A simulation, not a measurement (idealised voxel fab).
Title: Process Module voxel gate over fins
Xsec cut, 185 nm wide, square cell size 5 nm.
A cross-section is a grid of square cells, given in bands from the top down. A band is one or more rows of cells.
For a band, the entry starts with two heights in nm, that of the top and then that of the bottom, and carries on with the band's materials in order from left to right, each alongside its width in nm; the word "full width" beside a single material means it fills the band edge to edge, and "blank" means empty space.
Heights from 0 (as-received wafer is one material below). Bottom band endless downward, as "z 0 and below".
You'd read "30..40" like this: the band's top row of cells is as wide as the first number, its bottom row is as wide as the second, and going down, every row changes width by the same amount as the row before did.
The designation "nothing changed", where it is given for a processing step, indicates that no cell of the cross-section was altered in the course of that step.
Entry "Unvented internal voids". Content: empty spaces with no open connection to the top, size 8 cells or greater. Each: width x height at distance. Distance: from left edge. Unit: nm.
Anything after a step's settings on that line? It's the simulator's own note about the step.
overlay nm: right-of-plan distance of the mask on a masked step; negative values mean left-of-plan.
Planned process steps:
1,RECEIVE | material Si
2,CONFORMAL_DEP | material SiN | thk nm 10
3,PATTERN | tone cover | mask id FINS | material resist | width nm 15 | pitch nm 45 | thk nm 15 | overlay nm 0
4,DIRECTIONAL_ETCH | etch materials SiN | depth nm 10
5,DIRECTIONAL_ETCH | etch materials Si | depth nm 35
6,STRIP | etch materials resist
7,OXIDIZE | depth nm 5
8,FILL_DEP | material SiO2 | thk nm 5
9,CMP | height nm 10
10,SELECTIVE_ETCH | etch materials SiO2 | depth nm 25
11,STRIP | etch materials SiN
12,CONFORMAL_DEP | material HfO2 | thk nm 5
13,CONFORMAL_DEP | material TiN | thk nm 5
14,FILL_DEP | material W | thk nm 10
15,CMP | height nm 15
16,CONFORMAL_DEP | material SiCN | thk nm 5
Every wafer here starts from the same state; it is the step 3 width nm that distinguishes them, and the value the plan gives belongs to the first wafer.
First wafer of several, as received: cross-section after step 1:
z 0 and below | Si full width
Unvented internal voids: none
Once step 16, the last step, is complete, the module is at its end; this is the cross-section of the first of several wafers:
z 20 to 15 | SiCN full width
z 15 to 10 | W full width
z 10 to 5 | W (55) | TiN (25) | W (20) | TiN (25) | W (60)
z 5 to 0 | W (55) | TiN (5) | HfO2 (15) | TiN (5) | W (20) | TiN (5) | HfO2 (15) | TiN (5) | W (60)
z 0 to -5 | W (55) | TiN (5) | HfO2 (5) | Si (5) | HfO2 (5) | TiN (5) | W (20) | TiN (5) | HfO2 (5) | Si (5) | HfO2 (5) | TiN (5) | W (60)
z -5 to -10 | TiN (60) | HfO2 (5) | Si (5) | HfO2 (5) | TiN (30) | HfO2 (5) | Si (5) | HfO2 (5) | TiN (65)
z -10 to -15 | HfO2 (65) | Si (5) | HfO2 (40) | Si (5) | HfO2 (70)
z -15 to -40 | SiO2 (65) | Si (5) | SiO2 (40) | Si (5) | SiO2 (70)
z -40 and below | Si full width
Unvented internal voids: none
Cross-section of the final wafer among several, taken at the end of the module:
z 20 to 15 | SiCN full width
z 15 to 10 | W full width
z 10 to 5 | W (50) | TiN (40) | W (5) | TiN (40) | W (50)
z 5 to 0 | W (50) | TiN (5) | HfO2 (30) | TiN (5) | W (5) | TiN (5) | HfO2 (30) | TiN (5) | W (50)
z 0 to -5 | W (50) | TiN (5) | HfO2 (5) | Si (20) | HfO2 (5) | TiN (5) | W (5) | TiN (5) | HfO2 (5) | Si (20) | HfO2 (5) | TiN (5) | W (50)
z -5 to -10 | TiN (55) | HfO2 (5) | Si (20) | HfO2 (5) | TiN (15) | HfO2 (5) | Si (20) | HfO2 (5) | TiN (55)
z -10 to -15 | HfO2 (60) | Si (20) | HfO2 (25) | Si (20) | HfO2 (60)
z -15 to -40 | SiO2 (60) | Si (20) | SiO2 (25) | Si (20) | SiO2 (60)
z -40 and below | Si full width
Unvented internal voids: none
Below: a row per wafer. Contents at end of module: for every material, cells gained since receipt (+) or lost since receipt (-); then closed voids:
width nm 15; +49 HfO2; -280 Si; +37 SiCN; +175 SiO2; +49 TiN; +118 W; Unvented internal voids: none
width nm 20; +49 HfO2; -264 Si; +37 SiCN; +165 SiO2; +49 TiN; +112 W; Unvented internal voids: none
width nm 25; +49 HfO2; -248 Si; +37 SiCN; +155 SiO2; +49 TiN; +106 W; Unvented internal voids: none
width nm 30; +49 HfO2; -232 Si; +37 SiCN; +145 SiO2; +49 TiN; +100 W; Unvented internal voids: none
